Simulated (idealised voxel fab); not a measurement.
Process module under the name voxel capacitor over wiring
We display cut, a cross-section 255 nm in width whose square cells are each 5 nm.
Cross-section layout: square cells on a grid; listed as bands, top to bottom; a band spans one or more cell rows. First you get the band's top height and its bottom height, in nm, and then the materials it's made of, left to right, with each width in nm. If you see a single material with "full width", that one covers the band edge to edge. "air" is empty space. Height is counted from the level 0, under which the received wafer is composed throughout of one material. The lowest of the bands is not closed at the bottom but continues downward, in the notation "0 nm and below". Width: "30->40" (first number = top row, second number = bottom row, same change from row to row of cells). Where a step carries "no modification", the cross-section came out of it unchanged, cell for cell. Voids not open to the top, 8 cells minimum: see "Closed void entries". Written width x height at distance; distance is from the left edge; nm. What comes after the settings on a step's line is commentary from the simulator itself on that step. overlay nm: mask right of planned place by this much (step with mask). Neg. = left.
Intended process steps
- 1: RECEIVE (material Si)
- 2: CONFORMAL_DEP (material SiO2; thk nm 15)
- 3: CONFORMAL_DEP (material SiCN; thk nm 5)
- 4: DIRECTIONAL_DEP (material lowk; thk nm 15)
- 5: PATTERN (tone open; mask id METAL_1; material resist; width nm 25; pitch nm 90; thk nm 15; overlay nm 0)
- 6: DIRECTIONAL_ETCH (etch materials lowk; depth nm 15)
- 7: DIRECTIONAL_ETCH (etch materials SiCN; depth nm 5)
- 8: STRIP (etch materials resist)
- 9: CONFORMAL_DEP (material TiN; thk nm 5)
- 10: FILL_DEP (material Cu; thk nm 5)
- 11: CMP (height nm 35)
- 12: EPI (material Ru; thk nm 5)
- 13: FILL_DEP (material SiCN; thk nm 5)
- 14: DIRECTIONAL_DEP (material lowk; thk nm 15)
- 15: DIRECTIONAL_DEP (material aC; thk nm 10)
- 16: PATTERN (tone open; mask id PLUG_1; material resist; width nm 15; thk nm 25; overlay nm 0)
- 17: DIRECTIONAL_ETCH (etch materials aC; depth nm 10)
- 18: STRIP (etch materials resist)
- 19: DIRECTIONAL_ETCH (etch materials lowk; depth nm 15)
- 20: DIRECTIONAL_ETCH (etch materials SiCN; depth nm 5)
- 21: STRIP (etch materials aC)
- 22: EPI (material Ru; thk nm 10)
- 23: EPI (material Ru; thk nm 10)
- 24: DIRECTIONAL_DEP (material TiN; thk nm 5)
- 25: DIRECTIONAL_DEP (material SiN; thk nm 5)
- 26: DIRECTIONAL_DEP (material TiN; thk nm 10)
- 27: MASKED_ETCH (tone cover; mask id UPPER_PLATE; width nm 70; etch materials TiN; depth nm 10; overlay nm 0)
- 28: MASKED_ETCH (tone cover; mask id UPPER_PLATE; width nm 70; etch materials SiN; depth nm 5; overlay nm 0)
- 29: PATTERN (tone cover; mask id LOWER_PLATE; material resist; width nm 80; thk nm 15; overlay nm 0)
- 30: DIRECTIONAL_ETCH (etch materials TiN; depth nm 5)
- 31: STRIP (etch materials resist)
- 32: FILL_DEP (material SiO2; thk nm 15)
- 33: CMP (height nm 90)
- 34: PATTERN (tone open; mask id PLUG_2; material resist; width nm 15; thk nm 15; overlay nm 0)
- 35: DIRECTIONAL_ETCH (etch materials SiO2; depth nm 10)
- 36: STRIP (etch materials resist)
- 37: CONFORMAL_DEP (material TiN; thk nm 5)
- 38: FILL_DEP (material W; thk nm 5)
- 39: CMP (height nm 90)
- 40: CONFORMAL_DEP (material SiN; thk nm 5)
Wafer cross-section on receipt, i.e. after step 1
> 0 nm and below  Si full width
> Closed void entries: none
Sectioned view, first of two wafers, at the close of the module, processed as intended in the plan
> 95 nm to 90 nm  SiN full width
> 90 nm to 85 nm  SiO2 (90) | TiN (5) | W (5) | TiN (5) | SiO2 (150)
> 85 nm to 80 nm  SiO2 (90) | TiN (15) | SiO2 (150)
> 80 nm to 70 nm  SiO2 (80) | TiN (70) | SiO2 (105)
> 70 nm to 65 nm  SiO2 (80) | SiN (70) | SiO2 (105)
> 65 nm to 60 nm  SiO2 (75) | TiN (80) | SiO2 (100)
> 60 nm to 45 nm  lowk (80) | Ru (15) | lowk (160)
> 45 nm to 40 nm  SiCN (80) | Ru (15) | SiCN (160)
> 40 nm to 35 nm  SiCN (65) | Ru (35) | SiCN (55) | Ru (35) | SiCN (65)
> 35 nm to 20 nm  lowk (70) | TiN (5) | Cu (15) | TiN (5) | lowk (65) | TiN (5) | Cu (15) | TiN (5) | lowk (70)
> 20 nm to 15 nm  SiCN (70) | TiN (25) | SiCN (65) | TiN (25) | SiCN (70)
> 15 nm to 0 nm  SiO2 full width
> 0 nm and below  Si full width
> Closed void entries: none
Cross-sectional view of the second of two wafers upon completion of the module. This wafer shared its starting condition and process plan with the first; one error was made during its execution
> 95 nm to 90 nm  SiN full width
> 90 nm to 80 nm  SiO2 (80) | TiN (25) | SiO2 (150)
> 80 nm to 75 nm  SiO2 (80) | SiN (25) | TiN (45) | SiO2 (105)
> 75 nm to 70 nm  SiO2 (75) | TiN (75) | SiO2 (105)
> 70 nm to 65 nm  SiO2 (70) | Ru (35) | SiN (45) | SiO2 (105)
> 65 nm to 60 nm  SiO2 (70) | Ru (35) | TiN (50) | SiO2 (100)
> 60 nm to 45 nm  lowk (80) | Ru (15) | lowk (160)
> 45 nm to 40 nm  SiCN (80) | Ru (15) | SiCN (160)
> 40 nm to 35 nm  SiCN (65) | Ru (35) | SiCN (55) | Ru (35) | SiCN (65)
> 35 nm to 20 nm  lowk (70) | TiN (5) | Cu (15) | TiN (5) | lowk (65) | TiN (5) | Cu (15) | TiN (5) | lowk (70)
> 20 nm to 15 nm  SiCN (70) | TiN (25) | SiCN (65) | TiN (25) | SiCN (70)
> 15 nm to 0 nm  SiO2 full width
> 0 nm and below  Si full width
> Closed void entries: none
Where did the run depart from the plan? one of the matching steps 22 and 23 was carried out twice, and there is no way to identify which
Once processing is complete, comparing cell counts shows that the second wafer has more or fewer of certain materials than the first: 14 more of Ru; 8 fewer of SiO2; 5 fewer of TiN; 1 fewer of W
